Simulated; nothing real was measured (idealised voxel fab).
A process module follows: voxel transistor to metal.
The cross-section on display is named cut; it measures 300 nm wide, and its cells are 5 nm squares.
Bands, listed from the top down, are how a cross-section gets written in this document; the cross-section itself is a grid of square cells, and a band is one or more rows of them.
Top height, bottom height, nm. Materials left to right, width each, nm. Single material + "throughout" = fills band edge to edge. "empty" = empty.
The level at which height equals 0 is the one under which the wafer, as it arrives, is entirely one material. No lower edge exists for the bottom band, which continues downward and is notated as in "0..down".
The notation "30 to 40" denotes a width that varies across the rows of cells in the band, beginning at the first number in the top row, finishing at the second number in the bottom row, and changing by an identical amount from each row to the next.
Take "remained unchanged" at face value: in the step it is given for, the cross-section changed in none of its cells.
"Fully sealed voids" lists enclosed empty spaces (at least 8 cells, no open path upward to the top), each as width x height at distance from the left edge, in nm.
The remark found on a step's line after its settings is issued by the simulator itself and pertains to that step.
For masked steps, "overlay nm" on the step line gives how far right of plan the mask actually lay; a minus sign means it lay to the left.
THE PLANNED PROCESS STEPS ARE ENUMERATED HEREUNDER
step 1: RECEIVE (material Si)
step 2: CONFORMAL_DEP (material SiO2; thk nm 5)
step 3: CONFORMAL_DEP (material SiN; thk nm 10)
step 4: DIRECTIONAL_DEP (material aC; thk nm 15)
step 5: PATTERN (tone cover; mask id ACTIVE; material resist; width nm 95; pitch nm 125; thk nm 30; overlay nm 0)
step 6: DIRECTIONAL_ETCH (etch materials aC; depth nm 15)
step 7: STRIP (etch materials resist)
step 8: DIRECTIONAL_ETCH (etch materials SiN; depth nm 10)
step 9: DIRECTIONAL_ETCH (etch materials SiO2; depth nm 5)
step 10: DIRECTIONAL_ETCH (etch materials Si; depth nm 20)
step 11: STRIP (etch materials aC)
step 12: FILL_DEP (material SiO2; thk nm 10)
step 13: CMP (height nm 15)
step 14: SELECTIVE_ETCH (etch materials SiO2; depth nm 5)
step 15: STRIP (etch materials SiN)
step 16: SELECTIVE_ETCH (etch materials SiO2; depth nm 5)
step 17: OXIDIZE (depth nm 5)
step 18: DIRECTIONAL_DEP (material polySi; thk nm 25)
step 19: DIRECTIONAL_DEP (material SiCN; thk nm 15)
step 20: DIRECTIONAL_DEP (material aC; thk nm 10)
step 21: PATTERN (tone cover; mask id GATE; material resist; width nm 15; pitch nm 125; thk nm 25; overlay nm 0)
step 22: DIRECTIONAL_ETCH (etch materials aC; depth nm 10)
step 23: STRIP (etch materials resist)
step 24: DIRECTIONAL_ETCH (etch materials SiCN; depth nm 25)
step 25: DIRECTIONAL_ETCH (etch materials polySi; depth nm 35)
step 26: STRIP (etch materials aC)
step 27: CONFORMAL_DEP (material SiN; thk nm 5)
step 28: DIRECTIONAL_ETCH (etch materials SiN; depth nm 5)
step 29: DIRECTIONAL_ETCH (etch materials SiO2; depth nm 5)
step 30: EPI (material nSi; thk nm 5)
step 31: FILL_DEP (material SiO2; thk nm 10)
step 32: CMP (height nm 40)
step 33: DIRECTIONAL_DEP (material SiO2; thk nm 15)
step 34: DIRECTIONAL_DEP (material aC; thk nm 15)
step 35: PATTERN (tone open; mask id CONTACT; material resist; width nm 15; thk nm 35; overlay nm 0)
step 36: DIRECTIONAL_ETCH (etch materials aC; depth nm 15)
step 37: STRIP (etch materials resist)
step 38: DIRECTIONAL_ETCH (etch materials SiO2; depth nm 55)
step 39: STRIP (etch materials aC)
step 40: CONFORMAL_DEP (material TiN; thk nm 5)
step 41: FILL_DEP (material W; thk nm 5)
step 42: CMP (height nm 55)
step 43: DIRECTIONAL_DEP (material TiN; thk nm 5)
step 44: DIRECTIONAL_DEP (material W; thk nm 15)
step 45: DIRECTIONAL_DEP (material aC; thk nm 15)
step 46: PATTERN (tone cover; mask id METAL_1; material resist; width nm 15; thk nm 30; overlay nm 0)
step 47: DIRECTIONAL_ETCH (etch materials aC; depth nm 15)
step 48: STRIP (etch materials resist)
step 49: DIRECTIONAL_ETCH (etch materials W; depth nm 15)
step 50: DIRECTIONAL_ETCH (etch materials TiN; depth nm 5)
step 51: STRIP (etch materials aC)
step 52: CONFORMAL_DEP (material SiN; thk nm 5)
step 53: FILL_DEP (material lowk; thk nm 5)
step 54: CMP (height nm 75)
step 55: CONFORMAL_DEP (material SiN; thk nm 5)
SO THIS IS THE INCOMING WAFER IN CROSS-SECTION - IT'S ALREADY BEEN THROUGH STEP 1
- 0..down: Si throughout
- Fully sealed voids: none
RUN AS PLANNED - FIRST OF THE TWO WAFERS CROSS-SECTIONED AT THE END OF THE MODULE
- 80..75: SiN throughout
- 75..60: 45 lowk; 5 SiN; 15 W; 5 SiN; 35 lowk; 5 SiN; 15 W; 5 SiN; 40 lowk; 5 SiN; 15 W; 5 SiN; 35 lowk; 5 SiN; 15 W; 5 SiN; 45 lowk
- 60..55: 50 SiN; 15 TiN; 45 SiN; 15 TiN; 50 SiN; 15 TiN; 45 SiN; 15 TiN; 50 SiN
- 55..40: 50 SiO2; 5 TiN; 5 W; 5 TiN; 45 SiO2; 5 TiN; 5 W; 5 TiN; 50 SiO2; 5 TiN; 5 W; 5 TiN; 45 SiO2; 5 TiN; 5 W; 5 TiN; 50 SiO2
- 40..25: 50 SiO2; 5 TiN; 5 W; 5 TiN; 10 SiO2; 5 SiN; 15 SiCN; 5 SiN; 10 SiO2; 5 TiN; 5 W; 5 TiN; 50 SiO2; 5 TiN; 5 W; 5 TiN; 10 SiO2; 5 SiN; 15 SiCN; 5 SiN; 10 SiO2; 5 TiN; 5 W; 5 TiN; 50 SiO2
- 25..5: 50 SiO2; 5 TiN; 5 W; 5 TiN; 10 SiO2; 5 SiN; 15 polySi; 5 SiN; 10 SiO2; 5 TiN; 5 W; 5 TiN; 50 SiO2; 5 TiN; 5 W; 5 TiN; 10 SiO2; 5 SiN; 15 polySi; 5 SiN; 10 SiO2; 5 TiN; 5 W; 5 TiN; 50 SiO2
- 5..0: 35 SiO2; 5 SiN; 10 SiO2; 15 TiN; 10 SiO2; 5 SiN; 15 polySi; 5 SiN; 10 SiO2; 15 TiN; 10 SiO2; 5 SiN; 20 SiO2; 5 SiN; 10 SiO2; 15 TiN; 10 SiO2; 5 SiN; 15 polySi; 5 SiN; 10 SiO2; 15 TiN; 10 SiO2; 5 SiN; 35 SiO2
- 0..-5: 40 SiO2; 35 nSi; 25 SiO2; 35 nSi; 30 SiO2; 35 nSi; 25 SiO2; 35 nSi; 40 SiO2
- -5..-20: 40 SiO2; 95 Si; 30 SiO2; 95 Si; 40 SiO2
- -20..down: Si throughout
- Fully sealed voids: none
CROSS-SECTIONAL VIEW OF THE SECOND OF TWO WAFERS UPON COMPLETION OF THE MODULE. THIS WAFER SHARED ITS STARTING CONDITION AND PROCESS PLAN WITH THE FIRST; ONE ERROR WAS MADE DURING ITS EXECUTION
- 80..75: SiN throughout
- 75..60: 45 lowk; 5 SiN; 15 W; 5 SiN; 35 lowk; 5 SiN; 15 W; 5 SiN; 40 lowk; 5 SiN; 15 W; 5 SiN; 35 lowk; 5 SiN; 15 W; 5 SiN; 45 lowk
- 60..55: 50 SiN; 15 TiN; 45 SiN; 15 TiN; 50 SiN; 15 TiN; 45 SiN; 15 TiN; 50 SiN
- 55..45: 50 SiO2; 5 TiN; 5 W; 5 TiN; 45 SiO2; 5 TiN; 5 W; 5 TiN; 50 SiO2; 5 TiN; 5 W; 5 TiN; 45 SiO2; 5 TiN; 5 W; 5 TiN; 50 SiO2
- 45..40: 50 SiO2; 15 TiN; 45 SiO2; 15 TiN; 50 SiO2; 15 TiN; 45 SiO2; 15 TiN; 50 SiO2
- 40..30: 80 SiCN; 5 SiN; 5 SiO2; 5 SiN; 110 SiCN; 5 SiN; 5 SiO2; 5 SiN; 80 SiCN
- 30..25: 35 polySi; 45 SiCN; 5 SiN; 5 SiO2; 5 SiN; 45 SiCN; 20 polySi; 45 SiCN; 5 SiN; 5 SiO2; 5 SiN; 45 SiCN; 35 polySi
- 25..5: 80 polySi; 5 SiN; 5 SiO2; 5 SiN; 110 polySi; 5 SiN; 5 SiO2; 5 SiN; 80 polySi
- 5..0: 35 SiO2; 45 polySi; 5 SiN; 5 SiO2; 5 SiN; 45 polySi; 20 SiO2; 45 polySi; 5 SiN; 5 SiO2; 5 SiN; 45 polySi; 35 SiO2
- 0..-5: 85 SiO2; 5 nSi; 120 SiO2; 5 nSi; 85 SiO2
- -5..-20: 40 SiO2; 95 Si; 30 SiO2; 95 Si; 40 SiO2
- -20..down: Si throughout
- Fully sealed voids: none
Misprocessing identified: step 21: run off-plan, actual operation and settings PATTERN (tone open; mask id GATE; material resist; width nm 15; pitch nm 125; thk nm 25; overlay nm 0)
Final cells, second wafer relative to first, materials higher or lower: +126 SiCN | -4 SiN | -240 SiO2 | -64 TiN | -32 W | -26 nSi | +240 polySi
